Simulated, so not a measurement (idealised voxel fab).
Process module, titled voxel wiring stack
cross-section cut | 160 nm wide | cells 5 nm
A cross-section is written here as square cells arranged in a grid, and it is given in bands from the top down, each band taking up one or more rows of cells. Top, bottom (nm), then materials left to right with widths (nm); lone material tagged "all across" fills the whole band edge to edge; "blank" = empty space. All heights in this document are referenced to 0, defined as the level beneath which the wafer, as received, consists entirely of one material. The lowest band is not bounded below; it extends indefinitely downward and is written in the form "top 0, no bottom". The width entry "30 to 40" should be interpreted row by row: the top row of cells in the band takes the first number, the bottom row takes the second number, and the change between adjacent rows is uniform throughout. For the purposes of this document, the phrase "remains unaltered" attached to a step denotes that no cell within the cross-section was modified by that step. Basically, "Enclosed void entries" tells you about the enclosed voids: empty spaces with no open way to the top, 8 cells or bigger, each written width x height at distance, where distance is from the left edge, all in nm. Anything after a step's settings on that line? It's the simulator's own note about the step. overlay nm: right-of-plan distance of the mask on a masked step; negative values mean left-of-plan.

**Intended process steps**
1,RECEIVE: material Si
2,CONFORMAL_DEP: material SiO2, thk nm 15
3,CONFORMAL_DEP: material SiN, thk nm 5
4,DIRECTIONAL_DEP: material SiO2, thk nm 15
5,PATTERN: tone open, mask id METAL_1, material resist, width nm 30, pitch nm 45, thk nm 15, overlay nm 0
6,DIRECTIONAL_ETCH: etch materials SiO2, depth nm 15
7,DIRECTIONAL_ETCH: etch materials SiN, depth nm 5
8,STRIP: etch materials resist
9,CONFORMAL_DEP: material TiN, thk nm 5
10,FILL_DEP: material W, thk nm 10
11,CMP: height nm 35
12,CONFORMAL_DEP: material SiCN, thk nm 5
13,DIRECTIONAL_DEP: material SiO2, thk nm 20
14,PATTERN: tone open, mask id PLUG_1, material resist, width nm 15, thk nm 15, overlay nm 0
15,DIRECTIONAL_ETCH: etch materials SiO2, depth nm 20
16,DIRECTIONAL_ETCH: etch materials SiCN, depth nm 5
17,STRIP: etch materials resist
18,EPI: material Ru, thk nm 10
19,EPI: material Ru, thk nm 10
20,EPI: material Ru, thk nm 5
21,CONFORMAL_DEP: material SiCN, thk nm 5
22,DIRECTIONAL_DEP: material SiO2, thk nm 15
23,PATTERN: tone open, mask id METAL_2, material resist, width nm 30, pitch nm 45, thk nm 20, overlay nm 0
24,DIRECTIONAL_ETCH: etch materials SiO2, depth nm 15
25,DIRECTIONAL_ETCH: etch materials SiCN, depth nm 5
26,STRIP: etch materials resist
27,CONFORMAL_DEP: material TiN, thk nm 5
28,FILL_DEP: material Ru, thk nm 5
29,CMP: height nm 80
30,CONFORMAL_DEP: material SiCN, thk nm 5
31,DIRECTIONAL_DEP: material lowk, thk nm 15
32,PATTERN: tone open, mask id PLUG_2, material resist, width nm 15, thk nm 15, overlay nm 0
33,DIRECTIONAL_ETCH: etch materials lowk, depth nm 15
34,DIRECTIONAL_ETCH: etch materials SiCN, depth nm 5
35,STRIP: etch materials resist
36,CONFORMAL_DEP: material TiN, thk nm 5
37,FILL_DEP: material Ru, thk nm 10
38,CMP: height nm 100
39,CONFORMAL_DEP: material SiN, thk nm 5
40,DIRECTIONAL_DEP: material lowk, thk nm 25
41,PATTERN: tone open, mask id METAL_3, material resist, width nm 30, pitch nm 45, thk nm 15, overlay nm 0
42,DIRECTIONAL_ETCH: etch materials lowk, depth nm 25
43,DIRECTIONAL_ETCH: etch materials SiN, depth nm 5
44,STRIP: etch materials resist
45,CONFORMAL_DEP: material TiN, thk nm 5
46,FILL_DEP: material W, thk nm 10
47,CMP: height nm 130
48,CONFORMAL_DEP: material SiCN, thk nm 5

**Cross-section of the wafer at receipt, which is the condition after step 1**
- top 0, no bottom = Si all across
- Enclosed void entries: none

**Final cross-section, module run with one mistake (start and plan as above)**
- top 135, bottom 130 = SiCN all across
- top 130, bottom 105 = lowk 40 nm  TiN 5 nm  W 20 nm  TiN 5 nm  lowk 15 nm  TiN 5 nm  W 20 nm  TiN 5 nm  lowk 45 nm
- top 105, bottom 100 = SiN 40 nm  TiN 30 nm  SiN 15 nm  TiN 30 nm  SiN 45 nm
- top 100, bottom 85 = lowk 50 nm  TiN 5 nm  Ru 5 nm  TiN 5 nm  lowk 95 nm
- top 85, bottom 80 = SiCN 50 nm  TiN 15 nm  SiCN 95 nm
- top 80, bottom 65 = SiO2 40 nm  TiN 5 nm  Ru 20 nm  TiN 5 nm  SiO2 15 nm  TiN 5 nm  Ru 20 nm  TiN 5 nm  SiO2 45 nm
- top 65, bottom 60 = SiCN 40 nm  TiN 30 nm  SiCN 15 nm  TiN 30 nm  SiCN 45 nm
- top 60, bottom 40 = SiO2 40 nm  Ru 15 nm  SiO2 105 nm
- top 40, bottom 35 = SiCN 40 nm  Ru 15 nm  SiCN 105 nm
- top 35, bottom 20 = SiO2 40 nm  TiN 5 nm  W 20 nm  TiN 5 nm  SiO2 15 nm  TiN 5 nm  W 20 nm  TiN 5 nm  SiO2 45 nm
- top 20, bottom 15 = SiN 40 nm  TiN 30 nm  SiN 15 nm  TiN 30 nm  SiN 45 nm
- top 15, bottom 0 = SiO2 all across
- top 0, no bottom = Si all across
- Enclosed void entries: none
The mistake made against the process plan was this: step 32 ran as: PATTERN: tone open, mask id PLUG_2, material resist, width nm 15, thk nm 15, overlay nm 10
